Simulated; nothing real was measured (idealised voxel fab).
process module | voxel tone inversion
cross-section cut | 285 nm wide | cells 5 nm
A cross-section is a grid of square cells, given in bands from the top down. A band is one or more rows of cells.
Each band's line starts with the height of the band's top and of its bottom, in nm. Then come its materials from left to right, each with its width in nm. One material with "throughout" fills the band from edge to edge. "air" is empty space.
Height 0 is the level under which the wafer as received is all one material. The lowest band goes on downwards, as in "0 down".
A width such as "30 to 40" changes by the same amount from each row of cells to the next, from the band's top row to its bottom row.
"no change" after a step means that no cell of the cross-section changed.
closed voids: empty space of 8 cells or more with no open way to the top, each as width x height at its distance from the left edge, in nm
after a step's settings: what the simulator itself notes on the step
overlay nm, on a step with a mask: how far to the right of its planned place the mask lay; to the left if negative
plan
1 op RECEIVE | material Si
2 op CONFORMAL_DEP | material SiN | thk nm 5
3 op DIRECTIONAL_DEP | material aC | thk nm 20
4 op PATTERN | tone cover | mask id POSTS | material resist | width nm 15 | pitch nm 45 | thk nm 30 | overlay nm 0
5 op DIRECTIONAL_ETCH | etch materials aC | depth nm 20
6 op STRIP | etch materials resist
7 op FILL_DEP | material lowk | thk nm 10
8 op CMP | height nm 25
9 op STRIP | etch materials aC
as received, after step 1
  0 down: Si throughout
  closed voids: none
first wafer at the end, as planned
  25 to 5: lowk 110 | air 15 | lowk 30 | air 15 | lowk 115
  5 to 0: SiN throughout
  0 down: Si throughout
  closed voids: none
second wafer at the end: like start, like plan, one mistake
  30 to 25: lowk throughout
  25 to 5: lowk 110 | aC 15 | lowk 30 | aC 15 | lowk 115
  5 to 0: SiN throughout
  0 down: Si throughout
  closed voids: none
what went wrong: step 8 ran as: op CMP | height nm 30
at the end the second wafer has, in cells: 24 more of aC | 57 more of lowk
